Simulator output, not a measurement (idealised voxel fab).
Process module in this document: voxel double patterning
The figure presents cross-section cut, which has a width of 240 nm and is divided into square cells with an edge length of 5 nm.
Cross-section layout: square cells on a grid; listed as bands, top to bottom; a band spans one or more cell rows. Basically the band line says how high the top is and how high the bottom is, in nm, and then what's in it from left to right, every material with its width in nm. Empty space shows up as "blank", and if a single material carries "everywhere" it runs the full band edge to edge. Heights are expressed relative to 0, this being the level below which the as-received wafer comprises one material exclusively. The lowest band is unbounded in the downward direction and is denoted as in "from 0 down". Width "30 to 40": first value at the band's top row of cells, second value at its bottom row, equal change from row to row. Take "left unchanged" at face value: in the step it is given for, the cross-section changed in none of its cells. "Fully closed voids" means: voids of 8 cells or more that are shut off from the top with no open way through. Written width x height at distance, distance from the left edge, in nm. On each step's line, the part that comes after the settings is the simulator's own comment on the step. Among the settings permitted on a step's line is "overlay nm"; applied to a step with a mask, it specifies the extent to which the mask lay to the right of its planned position, whereas a negative figure signifies a position to the left.

Intended process steps
- 1: RECEIVE,material Si
- 2: CONFORMAL_DEP,material SiO2,thk nm 10
- 3: DIRECTIONAL_DEP,material W,thk nm 15
- 4: DIRECTIONAL_DEP,material SiCN,thk nm 5
- 5: PATTERN,tone open,mask id FIRST,material resist,width nm 15,pitch nm 50,thk nm 15,overlay nm 0
- 6: DIRECTIONAL_ETCH,etch materials SiCN,depth nm 5
- 7: STRIP,etch materials resist
- 8: DIRECTIONAL_DEP,material aC,thk nm 10
- 9: PATTERN,tone open,mask id SECOND,material resist,width nm 15,thk nm 30,overlay nm 0
- 10: DIRECTIONAL_ETCH,etch materials aC,depth nm 10
- 11: STRIP,etch materials resist
- 12: DIRECTIONAL_ETCH,etch materials SiCN,depth nm 5
- 13: STRIP,etch materials aC
- 14: DIRECTIONAL_ETCH,etch materials W,depth nm 15
- 15: STRIP,etch materials SiCN

So, the first of our two wafers, run just as we planned it

Incoming wafer in cross-section (state: after step 1)
    from 0 down: Si everywhere
    Fully closed voids: none

Wafer section view after processing step 2
    from 10 to 0: SiO2 everywhere
    Below 0, the layers are the same as they were.

Wafer section view after processing step 3
    from 25 to 10: W everywhere
    Below 10, the layers are the same as they were.

Wafer section view after processing step 4
    from 30 to 25: SiCN everywhere
    Below 25, the layers are the same as they were.

Wafer section view after processing step 5
    from 45 to 30: resist: 85 | blank: 15 | resist: 35 | blank: 15 | resist: 90
    Below 30, the layers are the same as they were.

Wafer section view after processing step 6
    from 45 to 30: resist: 85 | blank: 15 | resist: 35 | blank: 15 | resist: 90
    from 30 to 25: SiCN: 85 | blank: 15 | SiCN: 35 | blank: 15 | SiCN: 90
    Below 25, the layers are the same as they were.

Wafer section view after processing step 7
    from 30 to 25: SiCN: 85 | blank: 15 | SiCN: 35 | blank: 15 | SiCN: 90
    Below 25, the layers are the same as they were.

Wafer section view after processing step 8
    from 40 to 35: aC: 85 | blank: 15 | aC: 35 | blank: 15 | aC: 90
    from 35 to 30: aC everywhere
    from 30 to 25: SiCN: 85 | aC: 15 | SiCN: 35 | aC: 15 | SiCN: 90
    Below 25, the layers are the same as they were.

Wafer section view after processing step 9
    from 70 to 40: resist: 110 | blank: 15 | resist: 115
    from 40 to 35: aC: 85 | resist: 15 | aC: 35 | resist: 15 | aC: 90
    Below 35, the layers are the same as they were.

Wafer section view after processing step 10
    from 60 to 40: resist: 110 | blank: 15 | resist: 115
    from 40 to 35: aC: 85 | resist: 15 | aC: 10 | blank: 15 | aC: 10 | resist: 15 | aC: 90
    from 35 to 30: aC: 110 | blank: 15 | aC: 115
    Below 30, the layers are the same as they were.

Wafer section view after processing step 11
    from 40 to 35: aC: 85 | blank: 15 | aC: 10 | blank: 15 | aC: 10 | blank: 15 | aC: 90
    Below 35, the layers are the same as they were.

Wafer section view after processing step 12
    from 40 to 35: aC: 85 | blank: 15 | aC: 10 | blank: 15 | aC: 10 | blank: 15 | aC: 90
    from 35 to 30: aC: 110 | blank: 15 | aC: 115
    from 30 to 25: SiCN: 85 | aC: 15 | SiCN: 10 | blank: 15 | SiCN: 10 | aC: 15 | SiCN: 90
    Below 25, the layers are the same as they were.

Wafer section view after processing step 13
    from 30 to 25: SiCN: 85 | blank: 15 | SiCN: 10 | blank: 15 | SiCN: 10 | blank: 15 | SiCN: 90
    Below 25, the layers are the same as they were.

Wafer section view after processing step 14
    from 30 to 25: SiCN: 85 | blank: 15 | SiCN: 10 | blank: 15 | SiCN: 10 | blank: 15 | SiCN: 90
    from 25 to 10: W: 85 | blank: 15 | W: 10 | blank: 15 | W: 10 | blank: 15 | W: 90
    Below 10, the layers are the same as they were.

Wafer section view after processing step 15
    from 25 to 10: W: 85 | blank: 15 | W: 10 | blank: 15 | W: 10 | blank: 15 | W: 90
    Below 10, the layers are the same as they were.

Wafer two: like wafer one in start and plan, but with one mistake in execution; identical up to and including step 8

Cross-section of the second wafer at the time step 9 of the plan should have ended
    from 70 to 40: blank: 110 | resist: 15 | blank: 115
    Below 40, the layers are the same as they were.

Cross-section of the second wafer at the time step 10 of the plan should have ended
    from 60 to 40: blank: 110 | resist: 15 | blank: 115
    from 40 to 30: blank: 110 | aC: 15 | blank: 115
    from 30 to 25: SiCN: 85 | blank: 15 | SiCN: 35 | blank: 15 | SiCN: 90
    Below 25, the layers are the same as they were.

Cross-section of the second wafer at the time step 11 of the plan should have ended
    from 40 to 30: blank: 110 | aC: 15 | blank: 115
    Below 30, the layers are the same as they were.

Cross-section of the second wafer at the time step 12 of the plan should have ended
    from 40 to 30: blank: 110 | aC: 15 | blank: 115
    from 30 to 25: blank: 110 | SiCN: 15 | blank: 115
    Below 25, the layers are the same as they were.

Cross-section of the second wafer at the time step 13 of the plan should have ended
    from 30 to 25: blank: 110 | SiCN: 15 | blank: 115
    Below 25, the layers are the same as they were.

Cross-section of the second wafer at the time step 14 of the plan should have ended
    from 30 to 25: blank: 110 | SiCN: 15 | blank: 115
    from 25 to 10: blank: 110 | W: 15 | blank: 115
    Below 10, the layers are the same as they were.

Cross-section of the second wafer at the time step 15 of the plan should have ended
    from 25 to 10: blank: 110 | W: 15 | blank: 115
    Below 10, the layers are the same as they were.
What broke from the plan during processing? step 9 did not happen as planned, as run it was PATTERN,tone cover,mask id SECOND,material resist,width nm 15,thk nm 30,overlay nm 0
It is noted that, at the conclusion of processing, the second wafer exhibits a higher or lower cell count for certain materials relative to the first: W: 108 fewer
